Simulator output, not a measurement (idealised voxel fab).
The name of this process module is voxel capacitor over wiring.
For reference, the cross-section in this document is cut, with width 270 nm and square cells of 5 nm.
Reading order for cross-sections: top band down to bottom band. Underlying form: a grid of square cells. Band size: one or more rows of cells.
Band entry format. Leading values: height of top, height of bottom, nm. Remainder: materials in left-to-right order, each with its width in nm. Special words: "full width" on a single material, which then fills the band edge to edge; "blank", empty space.
The reference from which all heights are counted is 0, the level beneath which the as-received wafer is entirely one material; the lowest band, having no lower bound, proceeds downward and is written after the example "top 0, no bottom".
Graded width ("30..40"): value in top row of band = first number; value in bottom row = second number; row-to-row change constant.
"identical to before" -> step changed no cross-section cell.
Empty spaces without an open route to the top, at least 8 cells in extent, make up the entry "Enclosed cavity list"; each is given as width x height at distance, where the distance is measured from the left edge, and all are in nm.
On each step's line, the part that comes after the settings is the simulator's own comment on the step.
"overlay nm", when on a step's line for a step with a mask, measures how far to the right of its planned place the mask lay; a negative measure means to the left.

The steps planned for the process are as follows:
1) RECEIVE [material Si]
2) CONFORMAL_DEP [material SiO2] [thk nm 10]
3) CONFORMAL_DEP [material SiN] [thk nm 5]
4) DIRECTIONAL_DEP [material SiO2] [thk nm 20]
5) MASKED_ETCH [tone open] [mask id METAL_1] [width nm 20] [pitch nm 85] [etch materials SiO2] [depth nm 20] [overlay nm 0]
6) MASKED_ETCH [tone open] [mask id METAL_1] [width nm 20] [pitch nm 85] [etch materials SiN] [depth nm 5] [overlay nm 0]
7) CONFORMAL_DEP [material TiN] [thk nm 5]
8) FILL_DEP [material Cu] [thk nm 10]
9) CMP [height nm 35]
10) CONFORMAL_DEP [material SiCN] [thk nm 5]
11) DIRECTIONAL_DEP [material lowk] [thk nm 20]
12) DIRECTIONAL_DEP [material aC] [thk nm 15]
13) PATTERN [tone open] [mask id PLUG_1] [material resist] [width nm 15] [thk nm 35] [overlay nm 0]
14) DIRECTIONAL_ETCH [etch materials aC] [depth nm 15]
15) STRIP [etch materials resist]
16) DIRECTIONAL_ETCH [etch materials lowk] [depth nm 20]
17) DIRECTIONAL_ETCH [etch materials SiCN] [depth nm 5]
18) STRIP [etch materials aC]
19) CONFORMAL_DEP [material TiN] [thk nm 5]
20) FILL_DEP [material Ru] [thk nm 5]
21) CMP [height nm 60]
22) DIRECTIONAL_DEP [material TiN] [thk nm 10]
23) DIRECTIONAL_DEP [material HfO2] [thk nm 5]
24) DIRECTIONAL_DEP [material TiN] [thk nm 5]
25) DIRECTIONAL_DEP [material aC] [thk nm 10]
26) PATTERN [tone cover] [mask id UPPER_PLATE] [material resist] [width nm 70] [thk nm 25] [overlay nm 0]
27) DIRECTIONAL_ETCH [etch materials aC] [depth nm 10]
28) STRIP [etch materials resist]
29) DIRECTIONAL_ETCH [etch materials TiN] [depth nm 5]
30) DIRECTIONAL_ETCH [etch materials HfO2] [depth nm 5]
31) STRIP [etch materials aC]
32) DIRECTIONAL_DEP [material aC] [thk nm 15]
33) PATTERN [tone cover] [mask id LOWER_PLATE] [material resist] [width nm 80] [thk nm 30] [overlay nm 0]
34) DIRECTIONAL_ETCH [etch materials aC] [depth nm 15]
35) STRIP [etch materials resist]
36) DIRECTIONAL_ETCH [etch materials TiN] [depth nm 10]
37) STRIP [etch materials aC]
38) FILL_DEP [material SiO2] [thk nm 20]
39) CMP [height nm 95]
40) PATTERN [tone open] [mask id PLUG_2] [material resist] [width nm 15] [thk nm 15] [overlay nm 0]
41) DIRECTIONAL_ETCH [etch materials SiO2] [depth nm 15]
42) STRIP [etch materials resist]
43) CONFORMAL_DEP [material TiN] [thk nm 5]
44) FILL_DEP [material Cu] [thk nm 10]
45) CMP [height nm 95]
46) CONFORMAL_DEP [material SiCN] [thk nm 5]

The first of two wafers, run as planned:

Cross-section of the wafer upon arrival, representing the state reached after step 1:
    top 0, no bottom  Si full width
    Enclosed cavity list: none

Take a look at the wafer's cross-section after step 2:
    top 10, bottom 0  SiO2 full width
    Below 0, no change.

Take a look at the wafer's cross-section after step 3:
    top 15, bottom 10  SiN full width
    Below 10, no change.

Take a look at the wafer's cross-section after step 4:
    top 35, bottom 15  SiO2 full width
    Below 15, no change.

Take a look at the wafer's cross-section after step 5:
    top 35, bottom 15  80 of SiO2, then 20 of blank, then 65 of SiO2, then 20 of blank, then 85 of SiO2
    Below 15, no change.

Take a look at the wafer's cross-section after step 6:
    top 35, bottom 15  80 of SiO2, then 20 of blank, then 65 of SiO2, then 20 of blank, then 85 of SiO2
    top 15, bottom 10  80 of SiN, then 20 of blank, then 65 of SiN, then 20 of blank, then 85 of SiN
    Below 10, no change.

Take a look at the wafer's cross-section after step 7:
    top 40, bottom 35  85 of TiN, then 10 of blank, then 75 of TiN, then 10 of blank, then 90 of TiN
    top 35, bottom 15  80 of SiO2, then 5 of TiN, then 10 of blank, then 5 of TiN, then 65 of SiO2, then 5 of TiN, then 10 of blank, then 5 of TiN, then 85 of SiO2
    top 15, bottom 10  80 of SiN, then 20 of TiN, then 65 of SiN, then 20 of TiN, then 85 of SiN
    Below 10, no change.

Take a look at the wafer's cross-section after step 8:
    top 50, bottom 40  Cu full width
    top 40, bottom 35  85 of TiN, then 10 of Cu, then 75 of TiN, then 10 of Cu, then 90 of TiN
    top 35, bottom 15  80 of SiO2, then 5 of TiN, then 10 of Cu, then 5 of TiN, then 65 of SiO2, then 5 of TiN, then 10 of Cu, then 5 of TiN, then 85 of SiO2
    Below 15, no change.

Take a look at the wafer's cross-section after step 9:
    top 35, bottom 15  80 of SiO2, then 5 of TiN, then 10 of Cu, then 5 of TiN, then 65 of SiO2, then 5 of TiN, then 10 of Cu, then 5 of TiN, then 85 of SiO2
    Below 15, no change.

Take a look at the wafer's cross-section after step 10:
    top 40, bottom 35  SiCN full width
    Below 35, no change.

Take a look at the wafer's cross-section after step 11:
    top 60, bottom 40  lowk full width
    Below 40, no change.

Take a look at the wafer's cross-section after step 12:
    top 75, bottom 60  aC full width
    Below 60, no change.

Take a look at the wafer's cross-section after step 13:
    top 110, bottom 75  85 of resist, then 15 of blank, then 170 of resist
    Below 75, no change.

Take a look at the wafer's cross-section after step 14:
    top 95, bottom 75  85 of resist, then 15 of blank, then 170 of resist
    top 75, bottom 60  85 of aC, then 15 of blank, then 170 of aC
    Below 60, no change.

Take a look at the wafer's cross-section after step 15:
    top 75, bottom 60  85 of aC, then 15 of blank, then 170 of aC
    Below 60, no change.

Take a look at the wafer's cross-section after step 16:
    top 75, bottom 60  85 of aC, then 15 of blank, then 170 of aC
    top 60, bottom 40  85 of lowk, then 15 of blank, then 170 of lowk
    Below 40, no change.

Take a look at the wafer's cross-section after step 17:
    top 75, bottom 60  85 of aC, then 15 of blank, then 170 of aC
    top 60, bottom 40  85 of lowk, then 15 of blank, then 170 of lowk
    top 40, bottom 35  85 of SiCN, then 15 of blank, then 170 of SiCN
    Below 35, no change.

Take a look at the wafer's cross-section after step 18:
    top 60, bottom 40  85 of lowk, then 15 of blank, then 170 of lowk
    Below 40, no change.

Take a look at the wafer's cross-section after step 19:
    top 65, bottom 60  90 of TiN, then 5 of blank, then 175 of TiN
    top 60, bottom 40  85 of lowk, then 5 of TiN, then 5 of blank, then 5 of TiN, then 170 of lowk
    top 40, bottom 35  85 of SiCN, then 15 of TiN, then 170 of SiCN
    Below 35, no change.

Take a look at the wafer's cross-section after step 20:
    top 70, bottom 65  Ru full width
    top 65, bottom 60  90 of TiN, then 5 of Ru, then 175 of TiN
    top 60, bottom 40  85 of lowk, then 5 of TiN, then 5 of Ru, then 5 of TiN, then 170 of lowk
    Below 40, no change.

Take a look at the wafer's cross-section after step 21:
    top 60, bottom 40  85 of lowk, then 5 of TiN, then 5 of Ru, then 5 of TiN, then 170 of lowk
    Below 40, no change.

Take a look at the wafer's cross-section after step 22:
    top 70, bottom 60  TiN full width
    Below 60, no change.

Take a look at the wafer's cross-section after step 23:
    top 75, bottom 70  HfO2 full width
    Below 70, no change.

Take a look at the wafer's cross-section after step 24:
    top 80, bottom 75  TiN full width
    Below 75, no change.

Take a look at the wafer's cross-section after step 25:
    top 90, bottom 80  aC full width
    Below 80, no change.

Take a look at the wafer's cross-section after step 26:
    top 115, bottom 90  85 of blank, then 70 of resist, then 115 of blank
    Below 90, no change.

Take a look at the wafer's cross-section after step 27:
    top 105, bottom 90  85 of blank, then 70 of resist, then 115 of blank
    top 90, bottom 80  85 of blank, then 70 of aC, then 115 of blank
    Below 80, no change.

Take a look at the wafer's cross-section after step 28:
    top 90, bottom 80  85 of blank, then 70 of aC, then 115 of blank
    Below 80, no change.

Take a look at the wafer's cross-section after step 29:
    top 90, bottom 80  85 of blank, then 70 of aC, then 115 of blank
    top 80, bottom 75  85 of blank, then 70 of TiN, then 115 of blank
    Below 75, no change.

Take a look at the wafer's cross-section after step 30:
    top 90, bottom 80  85 of blank, then 70 of aC, then 115 of blank
    top 80, bottom 75  85 of blank, then 70 of TiN, then 115 of blank
    top 75, bottom 70  85 of blank, then 70 of HfO2, then 115 of blank
    Below 70, no change.

Take a look at the wafer's cross-section after step 31:
    top 80, bottom 75  85 of blank, then 70 of TiN, then 115 of blank
    Below 75, no change.

Take a look at the wafer's cross-section after step 32:
    top 95, bottom 85  85 of blank, then 70 of aC, then 115 of blank
    top 85, bottom 80  aC full width
    top 80, bottom 75  85 of aC, then 70 of TiN, then 115 of aC
    top 75, bottom 70  85 of aC, then 70 of HfO2, then 115 of aC
    Below 70, no change.

Take a look at the wafer's cross-section after step 33:
    top 125, bottom 95  80 of blank, then 80 of resist, then 110 of blank
    top 95, bottom 85  80 of blank, then 5 of resist, then 70 of aC, then 5 of resist, then 110 of blank
    Below 85, no change.

Take a look at the wafer's cross-section after step 34:
    top 110, bottom 95  80 of blank, then 80 of resist, then 110 of blank
    top 95, bottom 85  80 of blank, then 5 of resist, then 70 of aC, then 5 of resist, then 110 of blank
    top 85, bottom 80  80 of blank, then 80 of aC, then 110 of blank
    top 80, bottom 75  80 of blank, then 5 of aC, then 70 of TiN, then 5 of aC, then 110 of blank
    top 75, bottom 70  80 of blank, then 5 of aC, then 70 of HfO2, then 5 of aC, then 110 of blank
    Below 70, no change.

Take a look at the wafer's cross-section after step 35:
    top 95, bottom 85  85 of blank, then 70 of aC, then 115 of blank
    Below 85, no change.

Take a look at the wafer's cross-section after step 36:
    top 95, bottom 85  85 of blank, then 70 of aC, then 115 of blank
    top 85, bottom 80  80 of blank, then 80 of aC, then 110 of blank
    top 80, bottom 75  80 of blank, then 5 of aC, then 70 of TiN, then 5 of aC, then 110 of blank
    top 75, bottom 70  80 of blank, then 5 of aC, then 70 of HfO2, then 5 of aC, then 110 of blank
    top 70, bottom 60  80 of blank, then 80 of TiN, then 110 of blank
    Below 60, no change.

Take a look at the wafer's cross-section after step 37:
    top 80, bottom 75  85 of blank, then 70 of TiN, then 115 of blank
    top 75, bottom 70  85 of blank, then 70 of HfO2, then 115 of blank
    Below 70, no change.

Take a look at the wafer's cross-section after step 38:
    top 100, bottom 80  SiO2 full width
    top 80, bottom 75  85 of SiO2, then 70 of TiN, then 115 of SiO2
    top 75, bottom 70  85 of SiO2, then 70 of HfO2, then 115 of SiO2
    top 70, bottom 60  80 of SiO2, then 80 of TiN, then 110 of SiO2
    Below 60, no change.

Take a look at the wafer's cross-section after step 39:
    top 95, bottom 80  SiO2 full width
    Below 80, no change.

Take a look at the wafer's cross-section after step 40:
    top 110, bottom 95  95 of resist, then 15 of blank, then 160 of resist
    Below 95, no change.

Take a look at the wafer's cross-section after step 41:
    top 110, bottom 95  95 of resist, then 15 of blank, then 160 of resist
    top 95, bottom 80  95 of SiO2, then 15 of blank, then 160 of SiO2
    Below 80, no change.

Take a look at the wafer's cross-section after step 42:
    top 95, bottom 80  95 of SiO2, then 15 of blank, then 160 of SiO2
    Below 80, no change.

Take a look at the wafer's cross-section after step 43:
    top 100, bottom 95  100 of TiN, then 5 of blank, then 165 of TiN
    top 95, bottom 85  95 of SiO2, then 5 of TiN, then 5 of blank, then 5 of TiN, then 160 of SiO2
    top 85, bottom 75  95..85 of SiO2, then 15..70 of TiN, then 160..115 of SiO2
    Below 75, no change.

Take a look at the wafer's cross-section after step 44:
    top 110, bottom 100  Cu full width
    top 100, bottom 95  100 of TiN, then 5 of Cu, then 165 of TiN
    top 95, bottom 85  95 of SiO2, then 5 of TiN, then 5 of Cu, then 5 of TiN, then 160 of SiO2
    Below 85, no change.

Take a look at the wafer's cross-section after step 45:
    top 95, bottom 85  95 of SiO2, then 5 of TiN, then 5 of Cu, then 5 of TiN, then 160 of SiO2
    Below 85, no change.

Take a look at the wafer's cross-section after step 46:
    top 100, bottom 95  SiCN full width
    Below 95, no change.

Second wafer: same start and same plan as the first, one execution error; identical to the first through step 4:

Cross-section of the second wafer at the time step 5 of the plan should have ended:
    top 35, bottom 15  80 of SiO2, then 25 of blank, then 60 of SiO2, then 25 of blank, then 80 of SiO2
    Below 15, no change.

Cross-section of the second wafer at the time step 6 of the plan should have ended:
    top 35, bottom 15  80 of SiO2, then 25 of blank, then 60 of SiO2, then 25 of blank, then 80 of SiO2
    top 15, bottom 10  80 of SiN, then 20 of blank, then 65 of SiN, then 20 of blank, then 85 of SiN
    Below 10, no change.

Cross-section of the second wafer at the time step 7 of the plan should have ended:
    top 40, bottom 35  85 of TiN, then 15 of blank, then 70 of TiN, then 15 of blank, then 85 of TiN
    top 35, bottom 20  80 of SiO2, then 5 of TiN, then 15 of blank, then 5 of TiN, then 60 of SiO2, then 5 of TiN, then 15 of blank, then 5 of TiN, then 80 of SiO2
    top 20, bottom 15  80 of SiO2, then 5 of TiN, then 10 of blank, then 10 of TiN, then 60 of SiO2, then 5 of TiN, then 10 of blank, then 10 of TiN, then 80 of SiO2
    top 15, bottom 10  80 of SiN, then 20 of TiN, then 65 of SiN, then 20 of TiN, then 85 of SiN
    Below 10, no change.

Cross-section of the second wafer at the time step 8 of the plan should have ended:
    top 50, bottom 40  Cu full width
    top 40, bottom 35  85 of TiN, then 15 of Cu, then 70 of TiN, then 15 of Cu, then 85 of TiN
    top 35, bottom 20  80 of SiO2, then 5 of TiN, then 15 of Cu, then 5 of TiN, then 60 of SiO2, then 5 of TiN, then 15 of Cu, then 5 of TiN, then 80 of SiO2
    top 20, bottom 15  80 of SiO2, then 5 of TiN, then 10 of Cu, then 10 of TiN, then 60 of SiO2, then 5 of TiN, then 10 of Cu, then 10 of TiN, then 80 of SiO2
    Below 15, no change.

Cross-section of the second wafer at the time step 9 of the plan should have ended:
    top 35, bottom 20  80 of SiO2, then 5 of TiN, then 15 of Cu, then 5 of TiN, then 60 of SiO2, then 5 of TiN, then 15 of Cu, then 5 of TiN, then 80 of SiO2
    Below 20, no change.

Cross-section of the second wafer at the time step 10 of the plan should have ended:
    top 40, bottom 35  SiCN full width
    Below 35, no change.

Cross-section of the second wafer at the time step 11 of the plan should have ended:
    top 60, bottom 40  lowk full width
    Below 40, no change.

Cross-section of the second wafer at the time step 12 of the plan should have ended:
    top 75, bottom 60  aC full width
    Below 60, no change.

Cross-section of the second wafer at the time step 13 of the plan should have ended:
    top 110, bottom 75  85 of resist, then 15 of blank, then 170 of resist
    Below 75, no change.

Cross-section of the second wafer at the time step 14 of the plan should have ended:
    top 95, bottom 75  85 of resist, then 15 of blank, then 170 of resist
    top 75, bottom 60  85 of aC, then 15 of blank, then 170 of aC
    Below 60, no change.

Cross-section of the second wafer at the time step 15 of the plan should have ended:
    top 75, bottom 60  85 of aC, then 15 of blank, then 170 of aC
    Below 60, no change.

Cross-section of the second wafer at the time step 16 of the plan should have ended:
    top 75, bottom 60  85 of aC, then 15 of blank, then 170 of aC
    top 60, bottom 40  85 of lowk, then 15 of blank, then 170 of lowk
    Below 40, no change.

Cross-section of the second wafer at the time step 17 of the plan should have ended:
    top 75, bottom 60  85 of aC, then 15 of blank, then 170 of aC
    top 60, bottom 40  85 of lowk, then 15 of blank, then 170 of lowk
    top 40, bottom 35  85 of SiCN, then 15 of blank, then 170 of SiCN
    Below 35, no change.

Cross-section of the second wafer at the time step 18 of the plan should have ended:
    top 60, bottom 40  85 of lowk, then 15 of blank, then 170 of lowk
    Below 40, no change.

Cross-section of the second wafer at the time step 19 of the plan should have ended:
    top 65, bottom 60  90 of TiN, then 5 of blank, then 175 of TiN
    top 60, bottom 40  85 of lowk, then 5 of TiN, then 5 of blank, then 5 of TiN, then 170 of lowk
    top 40, bottom 35  85 of SiCN, then 15 of TiN, then 170 of SiCN
    Below 35, no change.

Cross-section of the second wafer at the time step 20 of the plan should have ended:
    top 70, bottom 65  Ru full width
    top 65, bottom 60  90 of TiN, then 5 of Ru, then 175 of TiN
    top 60, bottom 40  85 of lowk, then 5 of TiN, then 5 of Ru, then 5 of TiN, then 170 of lowk
    Below 40, no change.

Cross-section of the second wafer at the time step 21 of the plan should have ended:
    top 60, bottom 40  85 of lowk, then 5 of TiN, then 5 of Ru, then 5 of TiN, then 170 of lowk
    Below 40, no change.

Cross-section of the second wafer at the time step 22 of the plan should have ended:
    top 70, bottom 60  TiN full width
    Below 60, no change.

Cross-section of the second wafer at the time step 23 of the plan should have ended:
    top 75, bottom 70  HfO2 full width
    Below 70, no change.

Cross-section of the second wafer at the time step 24 of the plan should have ended:
    top 80, bottom 75  TiN full width
    Below 75, no change.

Cross-section of the second wafer at the time step 25 of the plan should have ended:
    top 90, bottom 80  aC full width
    Below 80, no change.

Cross-section of the second wafer at the time step 26 of the plan should have ended:
    top 115, bottom 90  85 of blank, then 70 of resist, then 115 of blank
    Below 90, no change.

Cross-section of the second wafer at the time step 27 of the plan should have ended:
    top 105, bottom 90  85 of blank, then 70 of resist, then 115 of blank
    top 90, bottom 80  85 of blank, then 70 of aC, then 115 of blank
    Below 80, no change.

Cross-section of the second wafer at the time step 28 of the plan should have ended:
    top 90, bottom 80  85 of blank, then 70 of aC, then 115 of blank
    Below 80, no change.

Cross-section of the second wafer at the time step 29 of the plan should have ended:
    top 90, bottom 80  85 of blank, then 70 of aC, then 115 of blank
    top 80, bottom 75  85 of blank, then 70 of TiN, then 115 of blank
    Below 75, no change.

Cross-section of the second wafer at the time step 30 of the plan should have ended:
    top 90, bottom 80  85 of blank, then 70 of aC, then 115 of blank
    top 80, bottom 75  85 of blank, then 70 of TiN, then 115 of blank
    top 75, bottom 70  85 of blank, then 70 of HfO2, then 115 of blank
    Below 70, no change.

Cross-section of the second wafer at the time step 31 of the plan should have ended:
    top 80, bottom 75  85 of blank, then 70 of TiN, then 115 of blank
    Below 75, no change.

Cross-section of the second wafer at the time step 32 of the plan should have ended:
    top 95, bottom 85  85 of blank, then 70 of aC, then 115 of blank
    top 85, bottom 80  aC full width
    top 80, bottom 75  85 of aC, then 70 of TiN, then 115 of aC
    top 75, bottom 70  85 of aC, then 70 of HfO2, then 115 of aC
    Below 70, no change.

Cross-section of the second wafer at the time step 33 of the plan should have ended:
    top 125, bottom 95  80 of blank, then 80 of resist, then 110 of blank
    top 95, bottom 85  80 of blank, then 5 of resist, then 70 of aC, then 5 of resist, then 110 of blank
    Below 85, no change.

Cross-section of the second wafer at the time step 34 of the plan should have ended:
    top 110, bottom 95  80 of blank, then 80 of resist, then 110 of blank
    top 95, bottom 85  80 of blank, then 5 of resist, then 70 of aC, then 5 of resist, then 110 of blank
    top 85, bottom 80  80 of blank, then 80 of aC, then 110 of blank
    top 80, bottom 75  80 of blank, then 5 of aC, then 70 of TiN, then 5 of aC, then 110 of blank
    top 75, bottom 70  80 of blank, then 5 of aC, then 70 of HfO2, then 5 of aC, then 110 of blank
    Below 70, no change.

Cross-section of the second wafer at the time step 35 of the plan should have ended:
    top 95, bottom 85  85 of blank, then 70 of aC, then 115 of blank
    Below 85, no change.

Cross-section of the second wafer at the time step 36 of the plan should have ended:
    top 95, bottom 85  85 of blank, then 70 of aC, then 115 of blank
    top 85, bottom 80  80 of blank, then 80 of aC, then 110 of blank
    top 80, bottom 75  80 of blank, then 5 of aC, then 70 of TiN, then 5 of aC, then 110 of blank
    top 75, bottom 70  80 of blank, then 5 of aC, then 70 of HfO2, then 5 of aC, then 110 of blank
    top 70, bottom 60  80 of blank, then 80 of TiN, then 110 of blank
    Below 60, no change.

Cross-section of the second wafer at the time step 37 of the plan should have ended:
    top 80, bottom 75  85 of blank, then 70 of TiN, then 115 of blank
    top 75, bottom 70  85 of blank, then 70 of HfO2, then 115 of blank
    Below 70, no change.

Cross-section of the second wafer at the time step 38 of the plan should have ended:
    top 100, bottom 80  SiO2 full width
    top 80, bottom 75  85 of SiO2, then 70 of TiN, then 115 of SiO2
    top 75, bottom 70  85 of SiO2, then 70 of HfO2, then 115 of SiO2
    top 70, bottom 60  80 of SiO2, then 80 of TiN, then 110 of SiO2
    Below 60, no change.

Cross-section of the second wafer at the time step 39 of the plan should have ended:
    top 95, bottom 80  SiO2 full width
    Below 80, no change.

Cross-section of the second wafer at the time step 40 of the plan should have ended:
    top 110, bottom 95  95 of resist, then 15 of blank, then 160 of resist
    Below 95, no change.

Cross-section of the second wafer at the time step 41 of the plan should have ended:
    top 110, bottom 95  95 of resist, then 15 of blank, then 160 of resist
    top 95, bottom 80  95 of SiO2, then 15 of blank, then 160 of SiO2
    Below 80, no change.

Cross-section of the second wafer at the time step 42 of the plan should have ended:
    top 95, bottom 80  95 of SiO2, then 15 of blank, then 160 of SiO2
    Below 80, no change.

Cross-section of the second wafer at the time step 43 of the plan should have ended:
    top 100, bottom 95  100 of TiN, then 5 of blank, then 165 of TiN
    top 95, bottom 85  95 of SiO2, then 5 of TiN, then 5 of blank, then 5 of TiN, then 160 of SiO2
    top 85, bottom 75  95..85 of SiO2, then 15..70 of TiN, then 160..115 of SiO2
    Below 75, no change.

Cross-section of the second wafer at the time step 44 of the plan should have ended:
    top 110, bottom 100  Cu full width
    top 100, bottom 95  100 of TiN, then 5 of Cu, then 165 of TiN
    top 95, bottom 85  95 of SiO2, then 5 of TiN, then 5 of Cu, then 5 of TiN, then 160 of SiO2
    Below 85, no change.

Cross-section of the second wafer at the time step 45 of the plan should have ended:
    top 95, bottom 85  95 of SiO2, then 5 of TiN, then 5 of Cu, then 5 of TiN, then 160 of SiO2
    Below 85, no change.

Cross-section of the second wafer at the time step 46 of the plan should have ended:
    top 100, bottom 95  SiCN full width
    Below 95, no change.
Here's what went sideways: for step 5, the planned setting was not used; the step was instead run as MASKED_ETCH [tone open] [mask id METAL_1] [width nm 25] [pitch nm 85] [etch materials SiO2] [depth nm 20] [overlay nm 0]
In the final state, the cell counts of the second wafer exceed or fall short of those of the first for the following materials: 6 more of Cu | 8 fewer of SiO2 | 2 more of TiN
